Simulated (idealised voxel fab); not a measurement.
process module | voxel transistor to metal
Xsec cut, 150 nm wide, square cell size 5 nm.
For the purposes of this document, a cross-section shall be understood as a grid of square cells, specified as bands listed in top-to-bottom order, each band consisting of one or more rows of cells.
Within each band entry, the heights of the top and of the bottom of the band appear first, in that order and in nm; the materials of the band then follow from left to right, each with its corresponding width in nm. The designation "full width" on a single material indicates that it fills the band from edge to edge; the designation "air" indicates empty space.
Basically, 0 is our baseline, since under it the wafer straight out of the box is all one material. The bottom band has no lower end and keeps on going down, so it looks like "from 0 down".
Width "30->40": first value at the band's top row of cells, second value at its bottom row, equal change from row to row.
Where a step carries "nothing was modified", the cross-section came out of it unchanged, cell for cell.
Look at "Closed void table" for the closed voids: empty spaces with no open path to the top, sized 8 cells or up. Each is width x height at distance, distance from the left edge, all nm.
Heads up: the bit after the settings on a step's line is the simulator's remark on that step.
On any step carrying a mask, the "overlay nm" setting, if present on the step's line, tells how far right of its planned place the mask lay; negative values point to the left.

Listed below are the process steps as planned:
1 RECEIVE [material Si]
2 OXIDIZE [depth nm 5]
3 CONFORMAL_DEP [material SiN] [thk nm 15]
4 MASKED_ETCH [tone cover] [mask id ACTIVE] [width nm 105] [etch materials SiN] [depth nm 15] [overlay nm 0]
5 MASKED_ETCH [tone cover] [mask id ACTIVE] [width nm 105] [etch materials SiO2] [depth nm 5] [overlay nm 0]
6 MASKED_ETCH [tone cover] [mask id ACTIVE] [width nm 105] [etch materials Si] [depth nm 35] [overlay nm 0]
7 OXIDIZE [depth nm 5]
8 FILL_DEP [material SiO2] [thk nm 5]
9 CMP [height nm 15]
10 SELECTIVE_ETCH [etch materials SiO2] [depth nm 10]
11 STRIP [etch materials SiN]
12 SELECTIVE_ETCH [etch materials SiO2] [depth nm 5]
13 OXIDIZE [depth nm 5]
14 DIRECTIONAL_DEP [material polySi] [thk nm 20]
15 DIRECTIONAL_DEP [material SiCN] [thk nm 10]
16 MASKED_ETCH [tone cover] [mask id GATE] [width nm 25] [etch materials SiCN] [depth nm 20] [overlay nm 0]
17 MASKED_ETCH [tone cover] [mask id GATE] [width nm 25] [etch materials polySi] [depth nm 30] [overlay nm 0]
18 CONFORMAL_DEP [material SiN] [thk nm 10]
19 DIRECTIONAL_ETCH [etch materials SiN] [depth nm 10]
20 DIRECTIONAL_ETCH [etch materials SiO2] [depth nm 5]
21 DIRECTIONAL_ETCH [etch materials Si] [depth nm 15]
22 EPI [material nSi] [thk nm 15]
23 FILL_DEP [material SiO2] [thk nm 10]
24 CMP [height nm 25]
25 DIRECTIONAL_DEP [material SiO2] [thk nm 15]
26 PATTERN [tone open] [mask id CONTACT] [material resist] [width nm 15] [pitch nm 80] [thk nm 15] [overlay nm 0]
27 DIRECTIONAL_ETCH [etch materials SiO2] [depth nm 50]
28 STRIP [etch materials resist]
29 CONFORMAL_DEP [material TiN] [thk nm 5]
30 FILL_DEP [material W] [thk nm 10]
31 CMP [height nm 40]
32 CONFORMAL_DEP [material SiN] [thk nm 5]
33 DIRECTIONAL_DEP [material lowk] [thk nm 25]
34 DIRECTIONAL_DEP [material aC] [thk nm 10]
35 PATTERN [tone open] [mask id METAL_1] [material resist] [width nm 15] [pitch nm 80] [thk nm 25] [overlay nm 0]
36 DIRECTIONAL_ETCH [etch materials aC] [depth nm 10]
37 STRIP [etch materials resist]
38 DIRECTIONAL_ETCH [etch materials lowk] [depth nm 25]
39 DIRECTIONAL_ETCH [etch materials SiN] [depth nm 5]
40 STRIP [etch materials aC]
41 CONFORMAL_DEP [material TiN] [thk nm 5]
42 FILL_DEP [material Cu] [thk nm 5]
43 CMP [height nm 70]
44 CONFORMAL_DEP [material SiN] [thk nm 5]

Delivered wafer in cross-section: state after step 1:
* from 0 down = Si full width
* Closed void table: none

Post-module cross-section of the first of two wafers (run per plan):
* from 75 to 70 = SiN full width
* from 70 to 45 = lowk 25 nm | TiN 5 nm | Cu 5 nm | TiN 5 nm | lowk 65 nm | TiN 5 nm | Cu 5 nm | TiN 5 nm | lowk 30 nm
* from 45 to 40 = SiN 25 nm | TiN 15 nm | SiN 65 nm | TiN 15 nm | SiN 30 nm
* from 40 to 25 = SiO2 25 nm | TiN 5 nm | W 5 nm | TiN 5 nm | SiO2 65 nm | TiN 5 nm | W 5 nm | TiN 5 nm | SiO2 30 nm
* from 25 to 15 = SiO2 25 nm | TiN 5 nm | W 5 nm | TiN 5 nm | SiO2 10 nm | SiN 10 nm | SiCN 25 nm | SiN 10 nm | SiO2 10 nm | TiN 5 nm | W 5 nm | TiN 5 nm | SiO2 30 nm
* from 15 to 10 = SiO2 25 nm | TiN 5 nm | W 5 nm | TiN 5 nm | SiO2 10 nm | SiN 10 nm | polySi 25 nm | SiN 10 nm | SiO2 10 nm | TiN 5 nm | W 5 nm | TiN 5 nm | SiO2 30 nm
* from 10 to 5 = SiO2 25 nm | TiN 15 nm | SiO2 10 nm | SiN 10 nm | polySi 25 nm | SiN 10 nm | SiO2 10 nm | TiN 15 nm | SiO2 30 nm
* from 5 to 0 = SiO2 25 nm | TiN 10 nm | nSi 15 nm | SiN 10 nm | polySi 25 nm | SiN 10 nm | nSi 15 nm | TiN 10 nm | SiO2 30 nm
* from 0 to -5 = SiO2 15 nm | SiN 10 nm | TiN 10 nm | nSi 15 nm | SiN 10 nm | polySi 25 nm | SiN 10 nm | nSi 15 nm | TiN 10 nm | SiN 10 nm | SiO2 20 nm
* from -5 to -10 = SiO2 25 nm | TiN 10 nm | nSi 15 nm | SiO2 45 nm | nSi 15 nm | TiN 10 nm | SiO2 30 nm
* from -10 to -25 = SiO2 25 nm | nSi 25 nm | Si 45 nm | nSi 25 nm | SiO2 30 nm
* from -25 to -45 = SiO2 25 nm | Si 95 nm | SiO2 30 nm
* from -45 down = Si full width
* Closed void table: none

Cross-section, second wafer: same start as the first, same plan as the first, one mistake in running it; taken at the end of the module:
* from 75 to 70 = SiN full width
* from 70 to 45 = lowk 25 nm | TiN 5 nm | Cu 5 nm | TiN 5 nm | lowk 65 nm | TiN 5 nm | Cu 5 nm | TiN 5 nm | lowk 30 nm
* from 45 to 40 = SiN 25 nm | TiN 15 nm | SiN 65 nm | TiN 15 nm | SiN 30 nm
* from 40 to 25 = SiO2 25 nm | TiN 5 nm | W 5 nm | TiN 5 nm | SiO2 65 nm | TiN 5 nm | W 5 nm | TiN 5 nm | SiO2 30 nm
* from 25 to 15 = SiO2 25 nm | TiN 5 nm | W 5 nm | TiN 5 nm | SiO2 10 nm | SiN 10 nm | SiCN 25 nm | SiN 10 nm | SiO2 10 nm | TiN 5 nm | W 5 nm | TiN 5 nm | SiO2 30 nm
* from 15 to 10 = SiO2 25 nm | TiN 5 nm | W 5 nm | TiN 5 nm | SiN 10 nm | polySi 35 nm | SiN 10 nm | SiO2 10 nm | TiN 5 nm | W 5 nm | TiN 5 nm | SiO2 30 nm
* from 10 to 5 = SiO2 25 nm | TiN 15 nm | SiN 10 nm | polySi 35 nm | SiN 10 nm | SiO2 10 nm | TiN 15 nm | SiO2 30 nm
* from 5 to 0 = SiO2 25 nm | nSi 15 nm | SiN 10 nm | polySi 35 nm | SiN 10 nm | nSi 15 nm | TiN 10 nm | SiO2 30 nm
* from 0 to -5 = SiO2 15 nm | SiN 10 nm | nSi 15 nm | SiN 10 nm | polySi 35 nm | SiN 10 nm | nSi 15 nm | TiN 10 nm | SiN 10 nm | SiO2 20 nm
* from -5 to -10 = SiO2 25 nm | nSi 15 nm | SiO2 55 nm | nSi 15 nm | TiN 10 nm | SiO2 30 nm
* from -10 to -25 = SiO2 25 nm | nSi 15 nm | Si 55 nm | nSi 25 nm | SiO2 30 nm
* from -25 to -45 = SiO2 25 nm | Si 95 nm | SiO2 30 nm
* from -45 down = Si full width
* Closed void table: none
Finding, execution versus plan: the process deviated at step 17: the operation and settings actually run there were MASKED_ETCH [tone cover] [mask id GATE] [width nm 25] [etch materials polySi] [depth nm 30] [overlay nm -10]
Heads up, by the end the second wafer has more or fewer cells of some materials compared to the first: +6 Si | -2 SiO2 | -6 TiN | -6 nSi | +8 polySi
